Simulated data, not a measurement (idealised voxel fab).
process module | voxel transistor to metal
cross-section cut | 190 nm wide | cells 5 nm
A cross-section is a grid of square cells, given in bands from the top down. A band is one or more rows of cells.
Each band's line starts with the height of the band's top and of its bottom, in nm. Then come its materials from left to right, each with its width in nm. One material with "throughout" fills the band from edge to edge. "air" is empty space.
Height 0 is the level under which the wafer as received is all one material. The lowest band goes on downwards, as in "0 down".
A width such as "30 to 40" changes by the same amount from each row of cells to the next, from the band's top row to its bottom row.
"no change" after a step means that no cell of the cross-section changed.
closed voids: empty space of 8 cells or more with no open way to the top, each as width x height at its distance from the left edge, in nm
after a step's settings: what the simulator itself notes on the step
overlay nm, on a step with a mask: how far to the right of its planned place the mask lay; to the left if negative
plan
1 op RECEIVE | material Si
2 op OXIDIZE | depth nm 5
3 op CONFORMAL_DEP | material SiN | thk nm 15
4 op DIRECTIONAL_DEP | material aC | thk nm 10
5 op PATTERN | tone cover | mask id ACTIVE | material resist | width nm 110 | thk nm 30 | overlay nm 0
6 op DIRECTIONAL_ETCH | etch materials aC | depth nm 10
7 op STRIP | etch materials resist
8 op DIRECTIONAL_ETCH | etch materials SiN | depth nm 15
9 op DIRECTIONAL_ETCH | etch materials SiO2 | depth nm 5
10 op DIRECTIONAL_ETCH | etch materials Si | depth nm 25
11 op STRIP | etch materials aC
12 op OXIDIZE | depth nm 5
13 op FILL_DEP | material SiO2 | thk nm 10
14 op CMP | height nm 15
15 op SELECTIVE_ETCH | etch materials SiO2 | depth nm 10
16 op STRIP | etch materials SiN
17 op SELECTIVE_ETCH | etch materials SiO2 | depth nm 5
18 op OXIDIZE | depth nm 5
19 op DIRECTIONAL_DEP | material polySi | thk nm 20
20 op DIRECTIONAL_DEP | material SiCN | thk nm 15
21 op PATTERN | tone cover | mask id GATE | material resist | width nm 20 | thk nm 15 | overlay nm 0
22 op DIRECTIONAL_ETCH | etch materials SiCN | depth nm 25
23 op DIRECTIONAL_ETCH | etch materials polySi | depth nm 30
24 op STRIP | etch materials resist
25 op CONFORMAL_DEP | material SiN | thk nm 5
26 op DIRECTIONAL_ETCH | etch materials SiN | depth nm 5
27 op DIRECTIONAL_ETCH | etch materials SiO2 | depth nm 5
28 op EPI | material pSi | thk nm 5
29 op FILL_DEP | material SiO2 | thk nm 10
30 op CMP | height nm 30
31 op DIRECTIONAL_DEP | material SiO2 | thk nm 15
32 op DIRECTIONAL_DEP | material aC | thk nm 15
33 op PATTERN | tone open | mask id CONTACT | material resist | width nm 35 | pitch nm 65 | thk nm 35 | overlay nm 0
34 op DIRECTIONAL_ETCH | etch materials aC | depth nm 15
35 op STRIP | etch materials resist
36 op DIRECTIONAL_ETCH | etch materials SiO2 | depth nm 50
37 op STRIP | etch materials aC
38 op CONFORMAL_DEP | material TiN | thk nm 5
39 op FILL_DEP | material Ru | thk nm 10
40 op CMP | height nm 45
41 op CONFORMAL_DEP | material SiCN | thk nm 5
42 op DIRECTIONAL_DEP | material lowk | thk nm 25
43 op DIRECTIONAL_DEP | material aC | thk nm 10
44 op PATTERN | tone open | mask id METAL_1 | material resist | width nm 20 | pitch nm 80 | thk nm 25 | overlay nm 0
45 op DIRECTIONAL_ETCH | etch materials aC | depth nm 10
46 op STRIP | etch materials resist
47 op DIRECTIONAL_ETCH | etch materials lowk | depth nm 25
48 op DIRECTIONAL_ETCH | etch materials SiCN | depth nm 5
49 op STRIP | etch materials aC
50 op CONFORMAL_DEP | material TiN | thk nm 5
51 op FILL_DEP | material Cu | thk nm 5
52 op CMP | height nm 75
53 op CONFORMAL_DEP | material SiCN | thk nm 5
as received, after step 1
  0 down: Si throughout
  closed voids: none
a wafer at the end: this start, this plan, one mistake
  80 to 75: SiCN throughout
  75 to 50: lowk 45 | TiN 5 | Cu 10 | TiN 5 | lowk 60 | TiN 5 | Cu 10 | TiN 5 | lowk 45
  50 to 45: SiCN 45 | TiN 20 | SiCN 60 | TiN 20 | SiCN 45
  45 to 30: SiO2 45 | TiN 5 | Ru 25 | TiN 5 | SiO2 30 | TiN 5 | Ru 25 | TiN 5 | SiO2 45
  30 to 15: SiO2 45 | TiN 5 | Ru 25 | TiN 5 | SiN 5 | SiCN 20 | SiN 5 | TiN 5 | Ru 25 | TiN 5 | SiO2 45
  15 to 0: SiO2 45 | TiN 5 | Ru 25 | TiN 5 | SiN 5 | polySi 20 | SiN 5 | TiN 5 | Ru 25 | TiN 5 | SiO2 45
  0 to -5: SiO2 40 | SiN 5 | TiN 35 | SiN 5 | polySi 20 | SiN 5 | TiN 35 | SiO2 5 | SiN 5 | SiO2 35
  -5 to -10: SiO2 45 | pSi 35 | SiO2 30 | pSi 40 | SiO2 40
  -10 to -35: SiO2 50 | Si 95 | SiO2 45
  -35 down: Si throughout
  closed voids: none
what went wrong: step 5 ran as: op PATTERN | tone cover | mask id ACTIVE | material resist | width nm 105 | thk nm 30 | overlay nm 0
